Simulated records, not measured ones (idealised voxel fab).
process module | voxel gate over fins
cross-section cut | 280 nm wide | cells 5 nm
A cross-section is a grid of square cells, given in bands from the top down. A band is one or more rows of cells.
Each band's line starts with the height of the band's top and of its bottom, in nm. Then come its materials from left to right, each with its width in nm. One material with "throughout" fills the band from edge to edge. "air" is empty space.
Height 0 is the level under which the wafer as received is all one material. The lowest band goes on downwards, as in "0 down".
A width such as "30 to 40" changes by the same amount from each row of cells to the next, from the band's top row to its bottom row.
"no change" after a step means that no cell of the cross-section changed.
closed voids: empty space of 8 cells or more with no open way to the top, each as width x height at its distance from the left edge, in nm
after a step's settings: what the simulator itself notes on the step
overlay nm, on a step with a mask: how far to the right of its planned place the mask lay; to the left if negative
plan
1 op RECEIVE | material Si
2 op CONFORMAL_DEP | material SiN | thk nm 5
3 op PATTERN | tone cover | mask id FINS | material resist | width nm 15 | pitch nm 35 | thk nm 15 | overlay nm 0
4 op DIRECTIONAL_ETCH | etch materials SiN | depth nm 5
5 op DIRECTIONAL_ETCH | etch materials Si | depth nm 40
6 op STRIP | etch materials resist
7 op OXIDIZE | depth nm 5
8 op FILL_DEP | material SiO2 | thk nm 15
9 op CMP | height nm 5
10 op SELECTIVE_ETCH | etch materials SiO2 | depth nm 15
11 op STRIP | etch materials SiN
12 op CONFORMAL_DEP | material HfO2 | thk nm 5
13 op CONFORMAL_DEP | material TiN | thk nm 5
14 op CONFORMAL_DEP | material TiAl | thk nm 5
15 op CONFORMAL_DEP | material TiN | thk nm 5
16 op FILL_DEP | material W | thk nm 10
17 op CMP | height nm 25
18 op CONFORMAL_DEP | material SiN | thk nm 10
as received, after step 1
  0 down: Si throughout
  closed voids: none
first wafer at the end, as planned
  35 to 25: SiN throughout
  25 to 20: W throughout
  20 to 15: W 80 | TiN 115 | W 85
  15 to 10: W 80 | TiN 5 | TiAl 105 | TiN 5 | W 85
  10 to 5: TiN 85 | TiAl 5 | TiN 25 | TiAl 10 | TiN 25 | TiAl 10 | TiN 25 | TiAl 5 | TiN 90
  5 to 0: TiAl 90 | TiN 5 | HfO2 15 | TiN 5 | TiAl 10 | TiN 5 | HfO2 15 | TiN 5 | TiAl 10 | TiN 5 | HfO2 15 | TiN 5 | TiAl 95
  0 to -5: TiN 95 | HfO2 5 | Si 5 | HfO2 5 | TiN 20 | HfO2 5 | Si 5 | HfO2 5 | TiN 20 | HfO2 5 | Si 5 | HfO2 5 | TiN 100
  -5 to -10: HfO2 100 | Si 5 | HfO2 30 | Si 5 | HfO2 30 | Si 5 | HfO2 105
  -10 to -45: SiO2 100 | Si 5 | SiO2 30 | Si 5 | SiO2 30 | Si 5 | SiO2 105
  -45 down: Si throughout
  closed voids: none
second wafer at the end: like start, like plan, one mistake
  35 to 25: SiN throughout
  25 to 20: W throughout
  20 to 15: W 80 | TiN 120 | W 80
  15 to 10: W 80 | TiN 5 | TiAl 110 | TiN 5 | W 80
  10 to 5: TiN 85 | TiAl 5 | TiN 30 | TiAl 5 | TiN 30 | TiAl 5 | TiN 30 | TiAl 5 | TiN 85
  5 to 0: TiAl 90 | TiN 5 | HfO2 20 | TiN 5 | TiAl 5 | TiN 5 | HfO2 20 | TiN 5 | TiAl 5 | TiN 5 | HfO2 20 | TiN 5 | TiAl 90
  0 to -5: TiN 95 | HfO2 5 | Si 10 | HfO2 5 | TiN 15 | HfO2 5 | Si 10 | HfO2 5 | TiN 15 | HfO2 5 | Si 10 | HfO2 5 | TiN 95
  -5 to -10: HfO2 100 | Si 10 | HfO2 25 | Si 10 | HfO2 25 | Si 10 | HfO2 100
  -10 to -45: SiO2 100 | Si 10 | SiO2 25 | Si 10 | SiO2 25 | Si 10 | SiO2 100
  -45 down: Si throughout
  closed voids: none
what went wrong: step 3 ran as: op PATTERN | tone cover | mask id FINS | material resist | width nm 20 | pitch nm 35 | thk nm 15 | overlay nm 0
at the end the second wafer has, in cells: 27 more of Si | 21 fewer of SiO2 | 4 fewer of TiAl | 2 fewer of W
